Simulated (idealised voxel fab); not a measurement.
Process module in this document: voxel capacitor over wiring
Shown is cross-section cut, with a width of 270 nm and square cells of size 5 nm.
How to read a cross-section here: the picture is a grid of square cells, written as bands going from the top down, and any band can span one or more rows of cells. This entry defines a band. It first specifies the height of the band's top and the height of its bottom in nm, and then specifies the band's materials from left to right, stating each material with its width in nm. The word "all across" identifies a single material that fills the band from edge to edge, while the word "air" identifies empty space. Height reference: 0 = level under which incoming wafer is all one material. Lowest band: no bottom, runs on downward, e.g. "0 and below". It should be noted that a width expressed as "30 to 40" varies in equal increments from row to row of cells within the band, taking the value of the first number at the top row and that of the second number at the bottom row. "same as before" for a step: no cell of the cross-section changed in that step. "Enclosed empty spaces" specifies each empty space that is not open to the top and that occupies no fewer than 8 cells, using the form width x height at distance, the distance measured from the left edge and all three quantities in nm. What comes after the settings on a step's line is commentary from the simulator itself on that step. overlay nm: where the mask lay relative to plan, measured to the right, on steps with a mask; negatives go left.

THE FOLLOWING LIST GIVES THE PLANNED PROCESS STEPS
- 1: RECEIVE [material Si]
- 2: CONFORMAL_DEP [material SiO2] [thk nm 15]
- 3: CONFORMAL_DEP [material SiCN] [thk nm 5]
- 4: DIRECTIONAL_DEP [material lowk] [thk nm 15]
- 5: PATTERN [tone open] [mask id METAL_1] [material resist] [width nm 25] [pitch nm 95] [thk nm 15] [overlay nm 0]
- 6: DIRECTIONAL_ETCH [etch materials lowk] [depth nm 15]
- 7: DIRECTIONAL_ETCH [etch materials SiCN] [depth nm 5]
- 8: STRIP [etch materials resist]
- 9: CONFORMAL_DEP [material TiN] [thk nm 5]
- 10: FILL_DEP [material W] [thk nm 10]
- 11: CMP [height nm 35]
- 12: EPI [material Ru] [thk nm 5]
- 13: FILL_DEP [material SiCN] [thk nm 5]
- 14: DIRECTIONAL_DEP [material SiO2] [thk nm 15]
- 15: MASKED_ETCH [tone open] [mask id PLUG_1] [width nm 15] [etch materials SiO2] [depth nm 15] [overlay nm 0]
- 16: MASKED_ETCH [tone open] [mask id PLUG_1] [width nm 15] [etch materials SiCN] [depth nm 5] [overlay nm 0]
- 17: EPI [material Ru] [thk nm 10]
- 18: EPI [material Ru] [thk nm 10]
- 19: DIRECTIONAL_DEP [material TiN] [thk nm 5]
- 20: DIRECTIONAL_DEP [material SiN] [thk nm 5]
- 21: DIRECTIONAL_DEP [material TiN] [thk nm 10]
- 22: MASKED_ETCH [tone cover] [mask id UPPER_PLATE] [width nm 75] [etch materials TiN] [depth nm 10] [overlay nm 0]
- 23: MASKED_ETCH [tone cover] [mask id UPPER_PLATE] [width nm 75] [etch materials SiN] [depth nm 5] [overlay nm 0]
- 24: DIRECTIONAL_DEP [material aC] [thk nm 10]
- 25: PATTERN [tone cover] [mask id LOWER_PLATE] [material resist] [width nm 85] [thk nm 25] [overlay nm 0]
- 26: DIRECTIONAL_ETCH [etch materials aC] [depth nm 10]
- 27: STRIP [etch materials resist]
- 28: DIRECTIONAL_ETCH [etch materials TiN] [depth nm 5]
- 29: STRIP [etch materials aC]
- 30: FILL_DEP [material SiO2] [thk nm 20]
- 31: CMP [height nm 95]
- 32: PATTERN [tone open] [mask id PLUG_2] [material resist] [width nm 15] [thk nm 20] [overlay nm 0]
- 33: DIRECTIONAL_ETCH [etch materials SiO2] [depth nm 15]
- 34: STRIP [etch materials resist]
- 35: CONFORMAL_DEP [material TiN] [thk nm 5]
- 36: FILL_DEP [material W] [thk nm 10]
- 37: CMP [height nm 95]
- 38: CONFORMAL_DEP [material SiCN] [thk nm 5]

FIRST OF THE TWO WAFERS, RUN PER PLAN

CROSS-SECTION OF THE WAFER AS IT CAME TO US, I.E., ALREADY THROUGH STEP 1
* 0 and below = Si all across
* Enclosed empty spaces: none

HOW THE WAFER STANDS IN SECTION AFTER STEP 2
* 15 down to 0 = SiO2 all across
* Unchanged below 0.

HOW THE WAFER STANDS IN SECTION AFTER STEP 3
* 20 down to 15 = SiCN all across
* Unchanged below 15.

HOW THE WAFER STANDS IN SECTION AFTER STEP 4
* 35 down to 20 = lowk all across
* Unchanged below 20.

HOW THE WAFER STANDS IN SECTION AFTER STEP 5
* 50 down to 35 = resist 75; air 25; resist 70; air 25; resist 75
* Unchanged below 35.

HOW THE WAFER STANDS IN SECTION AFTER STEP 6
* 50 down to 35 = resist 75; air 25; resist 70; air 25; resist 75
* 35 down to 20 = lowk 75; air 25; lowk 70; air 25; lowk 75
* Unchanged below 20.

HOW THE WAFER STANDS IN SECTION AFTER STEP 7
* 50 down to 35 = resist 75; air 25; resist 70; air 25; resist 75
* 35 down to 20 = lowk 75; air 25; lowk 70; air 25; lowk 75
* 20 down to 15 = SiCN 75; air 25; SiCN 70; air 25; SiCN 75
* Unchanged below 15.

HOW THE WAFER STANDS IN SECTION AFTER STEP 8
* 35 down to 20 = lowk 75; air 25; lowk 70; air 25; lowk 75
* Unchanged below 20.

HOW THE WAFER STANDS IN SECTION AFTER STEP 9
* 40 down to 35 = TiN 80; air 15; TiN 80; air 15; TiN 80
* 35 down to 20 = lowk 75; TiN 5; air 15; TiN 5; lowk 70; TiN 5; air 15; TiN 5; lowk 75
* 20 down to 15 = SiCN 75; TiN 25; SiCN 70; TiN 25; SiCN 75
* Unchanged below 15.

HOW THE WAFER STANDS IN SECTION AFTER STEP 10
* 50 down to 40 = W all across
* 40 down to 35 = TiN 80; W 15; TiN 80; W 15; TiN 80
* 35 down to 20 = lowk 75; TiN 5; W 15; TiN 5; lowk 70; TiN 5; W 15; TiN 5; lowk 75
* Unchanged below 20.

HOW THE WAFER STANDS IN SECTION AFTER STEP 11
* 35 down to 20 = lowk 75; TiN 5; W 15; TiN 5; lowk 70; TiN 5; W 15; TiN 5; lowk 75
* Unchanged below 20.

HOW THE WAFER STANDS IN SECTION AFTER STEP 12
* 40 down to 35 = air 70; Ru 35; air 60; Ru 35; air 70
* Unchanged below 35.

HOW THE WAFER STANDS IN SECTION AFTER STEP 13
* 45 down to 40 = SiCN all across
* 40 down to 35 = SiCN 70; Ru 35; SiCN 60; Ru 35; SiCN 70
* Unchanged below 35.

HOW THE WAFER STANDS IN SECTION AFTER STEP 14
* 60 down to 45 = SiO2 all across
* Unchanged below 45.

HOW THE WAFER STANDS IN SECTION AFTER STEP 15
* 60 down to 45 = SiO2 85; air 15; SiO2 170
* Unchanged below 45.

HOW THE WAFER STANDS IN SECTION AFTER STEP 16
* 60 down to 45 = SiO2 85; air 15; SiO2 170
* 45 down to 40 = SiCN 85; air 15; SiCN 170
* Unchanged below 40.

HOW THE WAFER STANDS IN SECTION AFTER STEP 17
* 60 down to 50 = SiO2 85; air 15; SiO2 170
* 50 down to 45 = SiO2 85; Ru 15; SiO2 170
* 45 down to 40 = SiCN 85; Ru 15; SiCN 170
* Unchanged below 40.

HOW THE WAFER STANDS IN SECTION AFTER STEP 18
* 60 down to 45 = SiO2 85; Ru 15; SiO2 170
* Unchanged below 45.

HOW THE WAFER STANDS IN SECTION AFTER STEP 19
* 65 down to 60 = TiN all across
* Unchanged below 60.

HOW THE WAFER STANDS IN SECTION AFTER STEP 20
* 70 down to 65 = SiN all across
* Unchanged below 65.

HOW THE WAFER STANDS IN SECTION AFTER STEP 21
* 80 down to 70 = TiN all across
* Unchanged below 70.

HOW THE WAFER STANDS IN SECTION AFTER STEP 22
* 80 down to 70 = air 85; TiN 75; air 110
* Unchanged below 70.

HOW THE WAFER STANDS IN SECTION AFTER STEP 23
* 80 down to 70 = air 85; TiN 75; air 110
* 70 down to 65 = air 85; SiN 75; air 110
* Unchanged below 65.

HOW THE WAFER STANDS IN SECTION AFTER STEP 24
* 90 down to 80 = air 85; aC 75; air 110
* 80 down to 75 = air 85; TiN 75; air 110
* 75 down to 70 = aC 85; TiN 75; aC 110
* 70 down to 65 = aC 85; SiN 75; aC 110
* Unchanged below 65.

HOW THE WAFER STANDS IN SECTION AFTER STEP 25
* 115 down to 90 = air 80; resist 85; air 105
* 90 down to 80 = air 80; resist 5; aC 75; resist 5; air 105
* 80 down to 75 = air 80; resist 5; TiN 75; resist 5; air 105
* Unchanged below 75.

HOW THE WAFER STANDS IN SECTION AFTER STEP 26
* 105 down to 90 = air 80; resist 85; air 105
* 90 down to 80 = air 80; resist 5; aC 75; resist 5; air 105
* 80 down to 75 = air 80; resist 5; TiN 75; resist 5; air 105
* 75 down to 70 = air 80; aC 5; TiN 75; aC 5; air 105
* 70 down to 65 = air 80; aC 5; SiN 75; aC 5; air 105
* Unchanged below 65.

HOW THE WAFER STANDS IN SECTION AFTER STEP 27
* 90 down to 80 = air 85; aC 75; air 110
* 80 down to 75 = air 85; TiN 75; air 110
* Unchanged below 75.

HOW THE WAFER STANDS IN SECTION AFTER STEP 28
* 90 down to 80 = air 85; aC 75; air 110
* 80 down to 75 = air 85; TiN 75; air 110
* 75 down to 70 = air 80; aC 5; TiN 75; aC 5; air 105
* 70 down to 65 = air 80; aC 5; SiN 75; aC 5; air 105
* 65 down to 60 = air 80; TiN 85; air 105
* Unchanged below 60.

HOW THE WAFER STANDS IN SECTION AFTER STEP 29
* 80 down to 70 = air 85; TiN 75; air 110
* 70 down to 65 = air 85; SiN 75; air 110
* Unchanged below 65.

HOW THE WAFER STANDS IN SECTION AFTER STEP 30
* 100 down to 80 = SiO2 all across
* 80 down to 70 = SiO2 85; TiN 75; SiO2 110
* 70 down to 65 = SiO2 85; SiN 75; SiO2 110
* 65 down to 60 = SiO2 80; TiN 85; SiO2 105
* Unchanged below 60.

HOW THE WAFER STANDS IN SECTION AFTER STEP 31
* 95 down to 80 = SiO2 all across
* Unchanged below 80.

HOW THE WAFER STANDS IN SECTION AFTER STEP 32
* 115 down to 95 = resist 95; air 15; resist 160
* Unchanged below 95.

HOW THE WAFER STANDS IN SECTION AFTER STEP 33
* 115 down to 95 = resist 95; air 15; resist 160
* 95 down to 80 = SiO2 95; air 15; SiO2 160
* Unchanged below 80.

HOW THE WAFER STANDS IN SECTION AFTER STEP 34
* 95 down to 80 = SiO2 95; air 15; SiO2 160
* Unchanged below 80.

HOW THE WAFER STANDS IN SECTION AFTER STEP 35
* 100 down to 95 = TiN 100; air 5; TiN 165
* 95 down to 85 = SiO2 95; TiN 5; air 5; TiN 5; SiO2 160
* 85 down to 80 = SiO2 95; TiN 15; SiO2 160
* Unchanged below 80.

HOW THE WAFER STANDS IN SECTION AFTER STEP 36
* 110 down to 100 = W all across
* 100 down to 95 = TiN 100; W 5; TiN 165
* 95 down to 85 = SiO2 95; TiN 5; W 5; TiN 5; SiO2 160
* Unchanged below 85.

HOW THE WAFER STANDS IN SECTION AFTER STEP 37
* 95 down to 85 = SiO2 95; TiN 5; W 5; TiN 5; SiO2 160
* Unchanged below 85.

HOW THE WAFER STANDS IN SECTION AFTER STEP 38
* 100 down to 95 = SiCN all across
* Unchanged below 95.

THE SECOND WAFER BEGAN EXACTLY AS THE FIRST DID AND FOLLOWED THE SAME PLAN, BUT ONE MISTAKE WAS MADE WHILE RUNNING IT; THROUGH STEP 36 INCLUSIVE, THE TWO WAFERS ARE IDENTICAL

CROSS-SECTIONAL VIEW OF THE SECOND WAFER AT THE INTENDED END TIME OF PROCESS STEP 37
* 105 down to 100 = W all across
* Unchanged below 100.

CROSS-SECTIONAL VIEW OF THE SECOND WAFER AT THE INTENDED END TIME OF PROCESS STEP 38
* 110 down to 105 = SiCN all across
* Unchanged below 105.
Here's what went sideways: heads up, step 37 didn't go per plan, it actually ran as CMP [height nm 105]
Wafer comparison, final, in cells, second relative to first, materials more or fewer: TiN: 53 more, W: 55 more
